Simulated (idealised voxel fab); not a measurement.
This is a process module. Its name is voxel wiring stack.
Xsec cut, 295 nm wide, square cell size 5 nm.
When this document writes out a cross-section, it uses a grid of square cells and lists it as bands, beginning at the top and moving down, with a band standing for one or more rows of cells. Read a band's entry like this: the first values are the height of its top and the height of its bottom in nm, and what follows is the sequence of materials from left to right, each with its width in nm. Note that "blank" is empty space, and that a single material marked "edge to edge" reaches across the band from edge to edge. Height reference: 0 = level under which incoming wafer is all one material. Lowest band: no bottom, runs on downward, e.g. "z 0 and below". Width spec "30->40" -> top row of cells at first value, bottom row at second value, equal per-row change in between. Key: "no modifications" - step with no changed cell in the cross-section. The label "Enclosed void listing" introduces a list of the empty spaces, 8 cells or larger, that have no open way up to the top; each entry in it reads width x height at distance, where the distance is taken from the left edge and all three are stated in nm. Formally, on a step line, whatever follows the settings is a remark that the simulator itself makes on the step. overlay nm: for a step with a mask, the amount by which the mask lay right of where it was planned; a negative amount means left of it. From here on the document is pairs. In a pair, the cross-section before one process step comes with the cross-section after it, and the latter goes no deeper than the lowest band that changed. What lies in between, the step and its settings, is written under the pair. A pair may be from a different run of this module on the same starting wafer than the pair above it, so it continues from that pair only where its entry headed "Pre-step geometry" says so.

-- Pre-step geometry
- z 0 and below  Si edge to edge
- Enclosed void listing: none

-- Post-Process View
- z 10 to 0  SiO2 edge to edge
- Everything below 0 is unchanged.
- Enclosed void listing: none
Which operation links the two cross-sections above? CONFORMAL_DEP: material SiO2, thk nm 10

Pre-step geometry: identical to the post-step cross-section of the immediately preceding pair.

-- Post-Process View
- z 15 to 10  TiN edge to edge
- Everything below 10 is unchanged.
- Enclosed void listing: none
Which operation links the two cross-sections above? DIRECTIONAL_DEP: material TiN, thk nm 5

Pre-step geometry: identical to the post-step cross-section of the immediately preceding pair.

-- Post-Process View
- z 30 to 15  Ru edge to edge
- Everything below 15 is unchanged.
- Enclosed void listing: none
Which operation links the two cross-sections above? DIRECTIONAL_DEP: material Ru, thk nm 15

Pre-step geometry: identical to the post-step cross-section of the immediately preceding pair.

-- Post-Process View
- z 50 to 30  40 blank / 30 resist / 30 blank / 30 resist / 30 blank / 30 resist / 30 blank / 30 resist / 45 blank
- Everything below 30 is unchanged.
- Enclosed void listing: none
Which operation links the two cross-sections above? PATTERN: tone cover, mask id METAL_1, material resist, width nm 30, pitch nm 60, thk nm 20, overlay nm 0

Pre-step geometry: identical to the post-step cross-section of the immediately preceding pair.

-- Post-Process View
- z 50 to 30  40 blank / 30 resist / 30 blank / 30 resist / 30 blank / 30 resist / 30 blank / 30 resist / 45 blank
- z 30 to 15  40 blank / 30 Ru / 30 blank / 30 Ru / 30 blank / 30 Ru / 30 blank / 30 Ru / 45 blank
- Everything below 15 is unchanged.
- Enclosed void listing: none
Which operation links the two cross-sections above? DIRECTIONAL_ETCH: etch materials Ru, depth nm 15

Pre-step geometry: identical to the post-step cross-section of the immediately preceding pair.

-- Post-Process View
- z 50 to 30  40 blank / 30 resist / 30 blank / 30 resist / 30 blank / 30 resist / 30 blank / 30 resist / 45 blank
- z 30 to 15  40 blank / 30 Ru / 30 blank / 30 Ru / 30 blank / 30 Ru / 30 blank / 30 Ru / 45 blank
- z 15 to 10  40 blank / 30 TiN / 30 blank / 30 TiN / 30 blank / 30 TiN / 30 blank / 30 TiN / 45 blank
- Everything below 10 is unchanged.
- Enclosed void listing: none
Which operation links the two cross-sections above? DIRECTIONAL_ETCH: etch materials TiN, depth nm 5

Pre-step geometry: identical to the post-step cross-section of the immediately preceding pair.

-- Post-Process View
- z 30 to 15  40 blank / 30 Ru / 30 blank / 30 Ru / 30 blank / 30 Ru / 30 blank / 30 Ru / 45 blank
- Everything below 15 is unchanged.
- Enclosed void listing: none
Which operation links the two cross-sections above? STRIP: etch materials resist

Pre-step geometry: identical to the post-step cross-section of the immediately preceding pair.

-- Post-Process View
- z 35 to 30  SiO2 edge to edge
- z 30 to 15  40 SiO2 / 30 Ru / 30 SiO2 / 30 Ru / 30 SiO2 / 30 Ru / 30 SiO2 / 30 Ru / 45 SiO2
- z 15 to 10  40 SiO2 / 30 TiN / 30 SiO2 / 30 TiN / 30 SiO2 / 30 TiN / 30 SiO2 / 30 TiN / 45 SiO2
- Everything below 10 is unchanged.
- Enclosed void listing: none
Which operation links the two cross-sections above? FILL_DEP: material SiO2, thk nm 5

Pre-step geometry: identical to the post-step cross-section of the immediately preceding pair.

-- Post-Process View
- z 30 to 15  40 SiO2 / 30 Ru / 30 SiO2 / 30 Ru / 30 SiO2 / 30 Ru / 30 SiO2 / 30 Ru / 45 SiO2
- Everything below 15 is unchanged.
- Enclosed void listing: none
Which operation links the two cross-sections above? CMP: height nm 30

Pre-step geometry: identical to the post-step cross-section of the immediately preceding pair.

-- Post-Process View
- z 35 to 30  SiCN edge to edge
- Everything below 30 is unchanged.
- Enclosed void listing: none
Which operation links the two cross-sections above? CONFORMAL_DEP: material SiCN, thk nm 5

Pre-step geometry: identical to the post-step cross-section of the immediately preceding pair.

-- Post-Process View
- z 55 to 35  SiO2 edge to edge
- Everything below 35 is unchanged.
- Enclosed void listing: none
Which operation links the two cross-sections above? DIRECTIONAL_DEP: material SiO2, thk nm 20

Pre-step geometry: identical to the post-step cross-section of the immediately preceding pair.

-- Post-Process View
- z 55 to 35  40 SiO2 / 15 blank / 105 SiO2 / 15 blank / 120 SiO2
- Everything below 35 is unchanged.
- Enclosed void listing: none
Which operation links the two cross-sections above? MASKED_ETCH: tone open, mask id PLUG_1, width nm 15, pitch nm 120, etch materials SiO2, depth nm 20, overlay nm 0

Pre-step geometry: identical to the post-step cross-section of the immediately preceding pair.

-- Post-Process View
- z 55 to 35  40 SiO2 / 15 blank / 105 SiO2 / 15 blank / 120 SiO2
- z 35 to 30  40 SiCN / 15 blank / 105 SiCN / 15 blank / 120 SiCN
- Everything below 30 is unchanged.
- Enclosed void listing: none
Which operation links the two cross-sections above? MASKED_ETCH: tone open, mask id PLUG_1, width nm 15, pitch nm 120, etch materials SiCN, depth nm 5, overlay nm 0

Pre-step geometry: identical to the post-step cross-section of the immediately preceding pair.

-- Post-Process View
- z 55 to 40  40 SiO2 / 15 blank / 105 SiO2 / 15 blank / 120 SiO2
- z 40 to 35  40 SiO2 / 15 Ru / 105 SiO2 / 15 Ru / 120 SiO2
- z 35 to 30  40 SiCN / 15 Ru / 105 SiCN / 15 Ru / 120 SiCN
- Everything below 30 is unchanged.
- Enclosed void listing: none
Which operation links the two cross-sections above? EPI: material Ru, thk nm 10

Pre-step geometry: identical to the post-step cross-section of the immediately preceding pair.

-- Post-Process View
- z 55 to 50  40 SiO2 / 15 blank / 105 SiO2 / 15 blank / 120 SiO2
- z 50 to 35  40 SiO2 / 15 Ru / 105 SiO2 / 15 Ru / 120 SiO2
- Everything below 35 is unchanged.
- Enclosed void listing: none
Which operation links the two cross-sections above? EPI: material Ru, thk nm 10

Pre-step geometry: identical to the post-step cross-section of the immediately preceding pair.

-- Post-Process View
- z 55 to 35  40 SiO2 / 15 Ru / 105 SiO2 / 15 Ru / 120 SiO2
- Everything below 35 is unchanged.
- Enclosed void listing: none
Which operation links the two cross-sections above? EPI: material Ru, thk nm 5

Pre-step geometry: identical to the post-step cross-section of the immediately preceding pair.

-- Post-Process View
- z 60 to 55  TiN edge to edge
- Everything below 55 is unchanged.
- Enclosed void listing: none
Which operation links the two cross-sections above? DIRECTIONAL_DEP: material TiN, thk nm 5

Pre-step geometry: identical to the post-step cross-section of the immediately preceding pair.

-- Post-Process View
- z 85 to 60  Ru edge to edge
- Everything below 60 is unchanged.
- Enclosed void listing: none
Which operation links the two cross-sections above? DIRECTIONAL_DEP: material Ru, thk nm 25

Pre-step geometry: identical to the post-step cross-section of the immediately preceding pair.

-- Post-Process View
- z 85 to 60  40 blank / 30 Ru / 30 blank / 30 Ru / 30 blank / 30 Ru / 30 blank / 30 Ru / 45 blank
- Everything below 60 is unchanged.
- Enclosed void listing: none
Which operation links the two cross-sections above? MASKED_ETCH: tone cover, mask id METAL_2, width nm 30, pitch nm 60, etch materials Ru, depth nm 25, overlay nm 0

Pre-step geometry: identical to the post-step cross-section of the immediately preceding pair.

-- Post-Process View
- z 85 to 60  40 blank / 30 Ru / 30 blank / 30 Ru / 30 blank / 30 Ru / 30 blank / 30 Ru / 45 blank
- z 60 to 55  40 blank / 30 TiN / 30 blank / 30 TiN / 30 blank / 30 TiN / 30 blank / 30 TiN / 45 blank
- Everything below 55 is unchanged.
- Enclosed void listing: none
Which operation links the two cross-sections above? MASKED_ETCH: tone cover, mask id METAL_2, width nm 30, pitch nm 60, etch materials TiN, depth nm 5, overlay nm 0

Pre-step geometry: identical to the post-step cross-section of the immediately preceding pair.

-- Post-Process View
- z 90 to 85  35 blank / 40 SiCN / 20 blank / 40 SiCN / 20 blank / 40 SiCN / 20 blank / 40 SiCN / 40 blank
- z 85 to 60  35 blank / 5 SiCN / 30 Ru / 5 SiCN / 20 blank / 5 SiCN / 30 Ru / 5 SiCN / 20 blank / 5 SiCN / 30 Ru / 5 SiCN / 20 blank / 5 SiCN / 30 Ru / 5 SiCN / 40 blank
- z 60 to 55  40 SiCN / 30 TiN / 30 SiCN / 30 TiN / 30 SiCN / 30 TiN / 30 SiCN / 30 TiN / 45 SiCN
- Everything below 55 is unchanged.
- Enclosed void listing: none
Which operation links the two cross-sections above? CONFORMAL_DEP: material SiCN, thk nm 5

Pre-step geometry: identical to the post-step cross-section of the immediately preceding pair.

-- Post-Process View
- z 95 to 90  SiO2 edge to edge
- z 90 to 85  35 SiO2 / 40 SiCN / 20 SiO2 / 40 SiCN / 20 SiO2 / 40 SiCN / 20 SiO2 / 40 SiCN / 40 SiO2
- z 85 to 60  35 SiO2 / 5 SiCN / 30 Ru / 5 SiCN / 20 SiO2 / 5 SiCN / 30 Ru / 5 SiCN / 20 SiO2 / 5 SiCN / 30 Ru / 5 SiCN / 20 SiO2 / 5 SiCN / 30 Ru / 5 SiCN / 40 SiO2
- Everything below 60 is unchanged.
- Enclosed void listing: none
Which operation links the two cross-sections above? FILL_DEP: material SiO2, thk nm 5

Pre-step geometry: identical to the post-step cross-section of the immediately preceding pair.

-- Post-Process View
- z 85 to 60  35 SiO2 / 5 SiCN / 30 Ru / 5 SiCN / 20 SiO2 / 5 SiCN / 30 Ru / 5 SiCN / 20 SiO2 / 5 SiCN / 30 Ru / 5 SiCN / 20 SiO2 / 5 SiCN / 30 Ru / 5 SiCN / 40 SiO2
- Everything below 60 is unchanged.
- Enclosed void listing: none
Which operation links the two cross-sections above? CMP: height nm 85

Pre-step geometry: identical to the post-step cross-section of the immediately preceding pair.

-- Post-Process View
- z 90 to 85  SiCN edge to edge
- Everything below 85 is unchanged.
- Enclosed void listing: none
Which operation links the two cross-sections above? CONFORMAL_DEP: material SiCN, thk nm 5

-- Pre-step geometry
- z 10 to 0  SiO2 edge to edge
- z 0 and below  Si edge to edge
- Enclosed void listing: none

-- Post-Process View
- z 25 to 10  Ru edge to edge
- Everything below 10 is unchanged.
- Enclosed void listing: none
Which operation links the two cross-sections above? DIRECTIONAL_DEP: material Ru, thk nm 15

Pre-step geometry: identical to the post-step cross-section of the immediately preceding pair.

-- Post-Process View
- z 45 to 25  40 blank / 30 resist / 30 blank / 30 resist / 30 blank / 30 resist / 30 blank / 30 resist / 45 blank
- Everything below 25 is unchanged.
- Enclosed void listing: none
Which operation links the two cross-sections above? PATTERN: tone cover, mask id METAL_1, material resist, width nm 30, pitch nm 60, thk nm 20, overlay nm 0

Pre-step geometry: identical to the post-step cross-section of the immediately preceding pair.

-- Post-Process View
- z 45 to 25  40 blank / 30 resist / 30 blank / 30 resist / 30 blank / 30 resist / 30 blank / 30 resist / 45 blank
- z 25 to 10  40 blank / 30 Ru / 30 blank / 30 Ru / 30 blank / 30 Ru / 30 blank / 30 Ru / 45 blank
- Everything below 10 is unchanged.
- Enclosed void listing: none
Which operation links the two cross-sections above? DIRECTIONAL_ETCH: etch materials Ru, depth nm 15

Pre-step geometry: identical to the post-step cross-section of the immediately preceding pair.

-- Post-Process View
- z 25 to 10  40 blank / 30 Ru / 30 blank / 30 Ru / 30 blank / 30 Ru / 30 blank / 30 Ru / 45 blank
- Everything below 10 is unchanged.
- Enclosed void listing: none
Which operation links the two cross-sections above? STRIP: etch materials resist

Pre-step geometry: identical to the post-step cross-section of the immediately preceding pair.

-- Post-Process View
- z 30 to 25  SiO2 edge to edge
- z 25 to 10  40 SiO2 / 30 Ru / 30 SiO2 / 30 Ru / 30 SiO2 / 30 Ru / 30 SiO2 / 30 Ru / 45 SiO2
- Everything below 10 is unchanged.
- Enclosed void listing: none
Which operation links the two cross-sections above? FILL_DEP: material SiO2, thk nm 5

Pre-step geometry: identical to the post-step cross-section of the immediately preceding pair.

-- Post-Process View
- z 35 to 30  SiCN edge to edge
- Everything below 30 is unchanged.
- Enclosed void listing: none
Which operation links the two cross-sections above? CONFORMAL_DEP: material SiCN, thk nm 5

Pre-step geometry: identical to the post-step cross-section of the immediately preceding pair.

-- Post-Process View
- z 55 to 35  SiO2 edge to edge
- Everything below 35 is unchanged.
- Enclosed void listing: none
Which operation links the two cross-sections above? DIRECTIONAL_DEP: material SiO2, thk nm 20

Pre-step geometry: identical to the post-step cross-section of the immediately preceding pair.

-- Post-Process View
- z 55 to 35  40 SiO2 / 15 blank / 105 SiO2 / 15 blank / 120 SiO2
- Everything below 35 is unchanged.
- Enclosed void listing: none
Which operation links the two cross-sections above? MASKED_ETCH: tone open, mask id PLUG_1, width nm 15, pitch nm 120, etch materials SiO2, depth nm 20, overlay nm 0

Pre-step geometry: identical to the post-step cross-section of the immediately preceding pair.

-- Post-Process View
- z 55 to 35  40 SiO2 / 15 blank / 105 SiO2 / 15 blank / 120 SiO2
- z 35 to 30  40 SiCN / 15 blank / 105 SiCN / 15 blank / 120 SiCN
- Everything below 30 is unchanged.
- Enclosed void listing: none
Which operation links the two cross-sections above? MASKED_ETCH: tone open, mask id PLUG_1, width nm 15, pitch nm 120, etch materials SiCN, depth nm 5, overlay nm 0

Pre-step geometry: identical to the post-step cross-section of the immediately preceding pair.

-- Post-Process View
- z 60 to 55  40 TiN / 15 blank / 105 TiN / 15 blank / 120 TiN
- z 55 to 35  40 SiO2 / 15 blank / 105 SiO2 / 15 blank / 120 SiO2
- z 35 to 30  40 SiCN / 15 TiN / 105 SiCN / 15 TiN / 120 SiCN
- Everything below 30 is unchanged.
- Enclosed void listing: none
Which operation links the two cross-sections above? DIRECTIONAL_DEP: material TiN, thk nm 5

Pre-step geometry: identical to the post-step cross-section of the immediately preceding pair.

-- Post-Process View
- z 85 to 60  40 Ru / 15 blank / 105 Ru / 15 blank / 120 Ru
- z 60 to 55  40 TiN / 15 Ru / 105 TiN / 15 Ru / 120 TiN
- z 55 to 35  40 SiO2 / 15 Ru / 105 SiO2 / 15 Ru / 120 SiO2
- Everything below 35 is unchanged.
- Enclosed void listing: none
Which operation links the two cross-sections above? DIRECTIONAL_DEP: material Ru, thk nm 25

Pre-step geometry: identical to the post-step cross-section of the immediately preceding pair.

-- Post-Process View
- z 85 to 60  55 blank / 15 Ru / 30 blank / 30 Ru / 45 blank / 15 Ru / 30 blank / 30 Ru / 45 blank
- Everything below 60 is unchanged.
- Enclosed void listing: none
Which operation links the two cross-sections above? MASKED_ETCH: tone cover, mask id METAL_2, width nm 30, pitch nm 60, etch materials Ru, depth nm 25, overlay nm 0

Pre-step geometry: identical to the post-step cross-section of the immediately preceding pair.

-- Post-Process View
- z 85 to 60  55 blank / 15 Ru / 30 blank / 30 Ru / 45 blank / 15 Ru / 30 blank / 30 Ru / 45 blank
- z 60 to 55  40 blank / 15 Ru / 15 TiN / 30 blank / 30 TiN / 30 blank / 15 Ru / 15 TiN / 30 blank / 30 TiN / 45 blank
- Everything below 55 is unchanged.
- Enclosed void listing: none
Which operation links the two cross-sections above? MASKED_ETCH: tone cover, mask id METAL_2, width nm 30, pitch nm 60, etch materials TiN, depth nm 5, overlay nm 0

Pre-step geometry: identical to the post-step cross-section of the immediately preceding pair.

-- Post-Process View
- z 90 to 85  50 blank / 25 SiCN / 20 blank / 40 SiCN / 35 blank / 25 SiCN / 20 blank / 40 SiCN / 40 blank
- z 85 to 65  50 blank / 5 SiCN / 15 Ru / 5 SiCN / 20 blank / 5 SiCN / 30 Ru / 5 SiCN / 35 blank / 5 SiCN / 15 Ru / 5 SiCN / 20 blank / 5 SiCN / 30 Ru / 5 SiCN / 40 blank
- z 65 to 60  35 blank / 20 SiCN / 15 Ru / 5 SiCN / 20 blank / 5 SiCN / 30 Ru / 5 SiCN / 20 blank / 20 SiCN / 15 Ru / 5 SiCN / 20 blank / 5 SiCN / 30 Ru / 5 SiCN / 40 blank
- z 60 to 55  40 SiCN / 15 Ru / 15 TiN / 30 SiCN / 30 TiN / 30 SiCN / 15 Ru / 15 TiN / 30 SiCN / 30 TiN / 45 SiCN
- Everything below 55 is unchanged.
- Enclosed void listing: none
Which operation links the two cross-sections above? CONFORMAL_DEP: material SiCN, thk nm 5

Pre-step geometry: identical to the post-step cross-section of the immediately preceding pair.

-- Post-Process View
- z 95 to 90  SiO2 edge to edge
- z 90 to 85  50 SiO2 / 25 SiCN / 20 SiO2 / 40 SiCN / 35 SiO2 / 25 SiCN / 20 SiO2 / 40 SiCN / 40 SiO2
- z 85 to 65  50 SiO2 / 5 SiCN / 15 Ru / 5 SiCN / 20 SiO2 / 5 SiCN / 30 Ru / 5 SiCN / 35 SiO2 / 5 SiCN / 15 Ru / 5 SiCN / 20 SiO2 / 5 SiCN / 30 Ru / 5 SiCN / 40 SiO2
- z 65 to 60  35 SiO2 / 20 SiCN / 15 Ru / 5 SiCN / 20 SiO2 / 5 SiCN / 30 Ru / 5 SiCN / 20 SiO2 / 20 SiCN / 15 Ru / 5 SiCN / 20 SiO2 / 5 SiCN / 30 Ru / 5 SiCN / 40 SiO2
- Everything below 60 is unchanged.
- Enclosed void listing: none
Which operation links the two cross-sections above? FILL_DEP: material SiO2, thk nm 5

Pre-step geometry: identical to the post-step cross-section of the immediately preceding pair.

-- Post-Process View
- z 85 to 65  50 SiO2 / 5 SiCN / 15 Ru / 5 SiCN / 20 SiO2 / 5 SiCN / 30 Ru / 5 SiCN / 35 SiO2 / 5 SiCN / 15 Ru / 5 SiCN / 20 SiO2 / 5 SiCN / 30 Ru / 5 SiCN / 40 SiO2
- Everything below 65 is unchanged.
- Enclosed void listing: none
Which operation links the two cross-sections above? CMP: height nm 85

Pre-step geometry: identical to the post-step cross-section of the immediately preceding pair.

-- Post-Process View
- z 90 to 85  SiCN edge to edge
- Everything below 85 is unchanged.
- Enclosed void listing: none
Which operation links the two cross-sections above? CONFORMAL_DEP: material SiCN, thk nm 5

-- Pre-step geometry
- z 55 to 35  SiO2 edge to edge
- z 35 to 30  SiCN edge to edge
- z 30 to 15  40 SiO2 / 30 Ru / 30 SiO2 / 30 Ru / 30 SiO2 / 30 Ru / 30 SiO2 / 30 Ru / 45 SiO2
- z 15 to 10  40 SiO2 / 30 TiN / 30 SiO2 / 30 TiN / 30 SiO2 / 30 TiN / 30 SiO2 / 30 TiN / 45 SiO2
- z 10 to 0  SiO2 edge to edge
- z 0 and below  Si edge to edge
- Enclosed void listing: none

-- Post-Process View
- z 75 to 35  SiO2 edge to edge
- Everything below 35 is unchanged.
- Enclosed void listing: none
Which operation links the two cross-sections above? DIRECTIONAL_DEP: material SiO2, thk nm 20

Pre-step geometry: identical to the post-step cross-section of the immediately preceding pair.

-- Post-Process View
- z 75 to 55  40 SiO2 / 15 blank / 105 SiO2 / 15 blank / 120 SiO2
- Everything below 55 is unchanged.
- Enclosed void listing: none
Which operation links the two cross-sections above? MASKED_ETCH: tone open, mask id PLUG_1, width nm 15, pitch nm 120, etch materials SiO2, depth nm 20, overlay nm 0

Pre-step geometry: identical to the post-step cross-section of the immediately preceding pair.

-- Post-Process View
- z 80 to 75  40 TiN / 15 blank / 105 TiN / 15 blank / 120 TiN
- z 75 to 60  40 SiO2 / 15 blank / 105 SiO2 / 15 blank / 120 SiO2
- z 60 to 55  40 SiO2 / 15 TiN / 105 SiO2 / 15 TiN / 120 SiO2
- Everything below 55 is unchanged.
- Enclosed void listing: none
Which operation links the two cross-sections above? DIRECTIONAL_DEP: material TiN, thk nm 5

Pre-step geometry: identical to the post-step cross-section of the immediately preceding pair.

-- Post-Process View
- z 105 to 85  40 Ru / 15 blank / 105 Ru / 15 blank / 120 Ru
- z 85 to 80  Ru edge to edge
- z 80 to 75  40 TiN / 15 Ru / 105 TiN / 15 Ru / 120 TiN
- z 75 to 60  40 SiO2 / 15 Ru / 105 SiO2 / 15 Ru / 120 SiO2
- Everything below 60 is unchanged.
- Enclosed void listing: none
Which operation links the two cross-sections above? DIRECTIONAL_DEP: material Ru, thk nm 25

Pre-step geometry: identical to the post-step cross-section of the immediately preceding pair.

-- Post-Process View
- z 105 to 85  55 blank / 15 Ru / 30 blank / 30 Ru / 45 blank / 15 Ru / 30 blank / 30 Ru / 45 blank
- z 85 to 80  40 blank / 30 Ru / 30 blank / 30 Ru / 30 blank / 30 Ru / 30 blank / 30 Ru / 45 blank
- Everything below 80 is unchanged.
- Enclosed void listing: none
Which operation links the two cross-sections above? MASKED_ETCH: tone cover, mask id METAL_2, width nm 30, pitch nm 60, etch materials Ru, depth nm 25, overlay nm 0

Pre-step geometry: identical to the post-step cross-section of the immediately preceding pair.

-- Post-Process View
- z 105 to 85  55 blank / 15 Ru / 30 blank / 30 Ru / 45 blank / 15 Ru / 30 blank / 30 Ru / 45 blank
- z 85 to 80  40 blank / 30 Ru / 30 blank / 30 Ru / 30 blank / 30 Ru / 30 blank / 30 Ru / 45 blank
- z 80 to 75  40 blank / 15 Ru / 15 TiN / 30 blank / 30 TiN / 30 blank / 15 Ru / 15 TiN / 30 blank / 30 TiN / 45 blank
- Everything below 75 is unchanged.
- Enclosed void listing: none
Which operation links the two cross-sections above? MASKED_ETCH: tone cover, mask id METAL_2, width nm 30, pitch nm 60, etch materials TiN, depth nm 5, overlay nm 0

Pre-step geometry: identical to the post-step cross-section of the immediately preceding pair.

-- Post-Process View
- z 110 to 105  50 blank / 25 SiCN / 20 blank / 40 SiCN / 35 blank / 25 SiCN / 20 blank / 40 SiCN / 40 blank
- z 105 to 90  50 blank / 5 SiCN / 15 Ru / 5 SiCN / 20 blank / 5 SiCN / 30 Ru / 5 SiCN / 35 blank / 5 SiCN / 15 Ru / 5 SiCN / 20 blank / 5 SiCN / 30 Ru / 5 SiCN / 40 blank
- z 90 to 80  35 blank / 20->5 SiCN / 15->30 Ru / 5 SiCN / 20 blank / 5 SiCN / 30 Ru / 5 SiCN / 20 blank / 20->5 SiCN / 15->30 Ru / 5 SiCN / 20 blank / 5 SiCN / 30 Ru / 5 SiCN / 40 blank
- z 80 to 75  40 SiCN / 15 Ru / 15 TiN / 30 SiCN / 30 TiN / 30 SiCN / 15 Ru / 15 TiN / 30 SiCN / 30 TiN / 45 SiCN
- Everything below 75 is unchanged.
- Enclosed void listing: none
Which operation links the two cross-sections above? CONFORMAL_DEP: material SiCN, thk nm 5

Pre-step geometry: identical to the post-step cross-section of the immediately preceding pair.

-- Post-Process View
- z 115 to 110  SiO2 edge to edge
- z 110 to 105  50 SiO2 / 25 SiCN / 20 SiO2 / 40 SiCN / 35 SiO2 / 25 SiCN / 20 SiO2 / 40 SiCN / 40 SiO2
- z 105 to 90  50 SiO2 / 5 SiCN / 15 Ru / 5 SiCN / 20 SiO2 / 5 SiCN / 30 Ru / 5 SiCN / 35 SiO2 / 5 SiCN / 15 Ru / 5 SiCN / 20 SiO2 / 5 SiCN / 30 Ru / 5 SiCN / 40 SiO2
- z 90 to 80  35 SiO2 / 20->5 SiCN / 15->30 Ru / 5 SiCN / 20 SiO2 / 5 SiCN / 30 Ru / 5 SiCN / 20 SiO2 / 20->5 SiCN / 15->30 Ru / 5 SiCN / 20 SiO2 / 5 SiCN / 30 Ru / 5 SiCN / 40 SiO2
- Everything below 80 is unchanged.
- Enclosed void listing: none
Which operation links the two cross-sections above? FILL_DEP: material SiO2, thk nm 5

Pre-step geometry: identical to the post-step cross-section of the immediately preceding pair.

-- Post-Process View
- z 85 to 80  35 SiO2 / 5 SiCN / 30 Ru / 5 SiCN / 20 SiO2 / 5 SiCN / 30 Ru / 5 SiCN / 20 SiO2 / 5 SiCN / 30 Ru / 5 SiCN / 20 SiO2 / 5 SiCN / 30 Ru / 5 SiCN / 40 SiO2
- Everything below 80 is unchanged.
- Enclosed void listing: none
Which operation links the two cross-sections above? CMP: height nm 85

Pre-step geometry: identical to the post-step cross-section of the immediately preceding pair.

-- Post-Process View
- z 90 to 85  SiCN edge to edge
- Everything below 85 is unchanged.
- Enclosed void listing: none
Which operation links the two cross-sections above? CONFORMAL_DEP: material SiCN, thk nm 5

-- Pre-step geometry
- z 0 and below  Si edge to edge
- Enclosed void listing: none

-- Post-Process View
- z 5 to 0  TiN edge to edge
- Everything below 0 is unchanged.
- Enclosed void listing: none
Which operation links the two cross-sections above? DIRECTIONAL_DEP: material TiN, thk nm 5

Pre-step geometry: identical to the post-step cross-section of the immediately preceding pair.

-- Post-Process View
- z 15 to 5  SiO2 edge to edge
- Everything below 5 is unchanged.
- Enclosed void listing: none
Which operation links the two cross-sections above? CONFORMAL_DEP: material SiO2, thk nm 10

Pre-step geometry: identical to the post-step cross-section of the immediately preceding pair.

-- Post-Process View
- z 30 to 15  Ru edge to edge
- Everything below 15 is unchanged.
- Enclosed void listing: none
Which operation links the two cross-sections above? DIRECTIONAL_DEP: material Ru, thk nm 15

Pre-step geometry: identical to the post-step cross-section of the immediately preceding pair.

-- Post-Process View
- z 50 to 30  40 blank / 30 resist / 30 blank / 30 resist / 30 blank / 30 resist / 30 blank / 30 resist / 45 blank
- Everything below 30 is unchanged.
- Enclosed void listing: none
Which operation links the two cross-sections above? PATTERN: tone cover, mask id METAL_1, material resist, width nm 30, pitch nm 60, thk nm 20, overlay nm 0

Pre-step geometry: identical to the post-step cross-section of the immediately preceding pair.

-- Post-Process View
- z 50 to 30  40 blank / 30 resist / 30 blank / 30 resist / 30 blank / 30 resist / 30 blank / 30 resist / 45 blank
- z 30 to 15  40 blank / 30 Ru / 30 blank / 30 Ru / 30 blank / 30 Ru / 30 blank / 30 Ru / 45 blank
- Everything below 15 is unchanged.
- Enclosed void listing: none
Which operation links the two cross-sections above? DIRECTIONAL_ETCH: etch materials Ru, depth nm 15

Pre-step geometry: identical to the post-step cross-section of the immediately preceding pair.

-- Post-Process View
- z 30 to 15  40 blank / 30 Ru / 30 blank / 30 Ru / 30 blank / 30 Ru / 30 blank / 30 Ru / 45 blank
- Everything below 15 is unchanged.
- Enclosed void listing: none
Which operation links the two cross-sections above? STRIP: etch materials resist

Pre-step geometry: identical to the post-step cross-section of the immediately preceding pair.

-- Post-Process View
- z 35 to 30  SiO2 edge to edge
- z 30 to 15  40 SiO2 / 30 Ru / 30 SiO2 / 30 Ru / 30 SiO2 / 30 Ru / 30 SiO2 / 30 Ru / 45 SiO2
- Everything below 15 is unchanged.
- Enclosed void listing: none
Which operation links the two cross-sections above? FILL_DEP: material SiO2, thk nm 5

Pre-step geometry: identical to the post-step cross-section of the immediately preceding pair.

-- Post-Process View
- z 30 to 15  40 SiO2 / 30 Ru / 30 SiO2 / 30 Ru / 30 SiO2 / 30 Ru / 30 SiO2 / 30 Ru / 45 SiO2
- Everything below 15 is unchanged.
- Enclosed void listing: none
Which operation links the two cross-sections above? CMP: height nm 30

Pre-step geometry: identical to the post-step cross-section of the immediately preceding pair.

-- Post-Process View
- z 35 to 30  SiCN edge to edge
- Everything below 30 is unchanged.
- Enclosed void listing: none
Which operation links the two cross-sections above? CONFORMAL_DEP: material SiCN, thk nm 5

Pre-step geometry: identical to the post-step cross-section of the immediately preceding pair.

-- Post-Process View
- z 55 to 35  SiO2 edge to edge
- Everything below 35 is unchanged.
- Enclosed void listing: none
Which operation links the two cross-sections above? DIRECTIONAL_DEP: material SiO2, thk nm 20

Pre-step geometry: identical to the post-step cross-section of the immediately preceding pair.

-- Post-Process View
- z 55 to 35  40 SiO2 / 15 blank / 105 SiO2 / 15 blank / 120 SiO2
- Everything below 35 is unchanged.
- Enclosed void listing: none
Which operation links the two cross-sections above? MASKED_ETCH: tone open, mask id PLUG_1, width nm 15, pitch nm 120, etch materials SiO2, depth nm 20, overlay nm 0

Pre-step geometry: identical to the post-step cross-section of the immediately preceding pair.

-- Post-Process View
- z 55 to 35  40 SiO2 / 15 blank / 105 SiO2 / 15 blank / 120 SiO2
- z 35 to 30  40 SiCN / 15 blank / 105 SiCN / 15 blank / 120 SiCN
- Everything below 30 is unchanged.
- Enclosed void listing: none
Which operation links the two cross-sections above? MASKED_ETCH: tone open, mask id PLUG_1, width nm 15, pitch nm 120, etch materials SiCN, depth nm 5, overlay nm 0

Pre-step geometry: identical to the post-step cross-section of the immediately preceding pair.

-- Post-Process View
- z 55 to 40  40 SiO2 / 15 blank / 105 SiO2 / 15 blank / 120 SiO2
- z 40 to 35  40 SiO2 / 15 Ru / 105 SiO2 / 15 Ru / 120 SiO2
- z 35 to 30  40 SiCN / 15 Ru / 105 SiCN / 15 Ru / 120 SiCN
- Everything below 30 is unchanged.
- Enclosed void listing: none
Which operation links the two cross-sections above? EPI: material Ru, thk nm 10

Pre-step geometry: identical to the post-step cross-section of the immediately preceding pair.

-- Post-Process View
- z 55 to 50  40 SiO2 / 15 blank / 105 SiO2 / 15 blank / 120 SiO2
- z 50 to 35  40 SiO2 / 15 Ru / 105 SiO2 / 15 Ru / 120 SiO2
- Everything below 35 is unchanged.
- Enclosed void listing: none
Which operation links the two cross-sections above? EPI: material Ru, thk nm 10

Pre-step geometry: identical to the post-step cross-section of the immediately preceding pair.

-- Post-Process View
- z 55 to 35  40 SiO2 / 15 Ru / 105 SiO2 / 15 Ru / 120 SiO2
- Everything below 35 is unchanged.
- Enclosed void listing: none
Which operation links the two cross-sections above? EPI: material Ru, thk nm 5
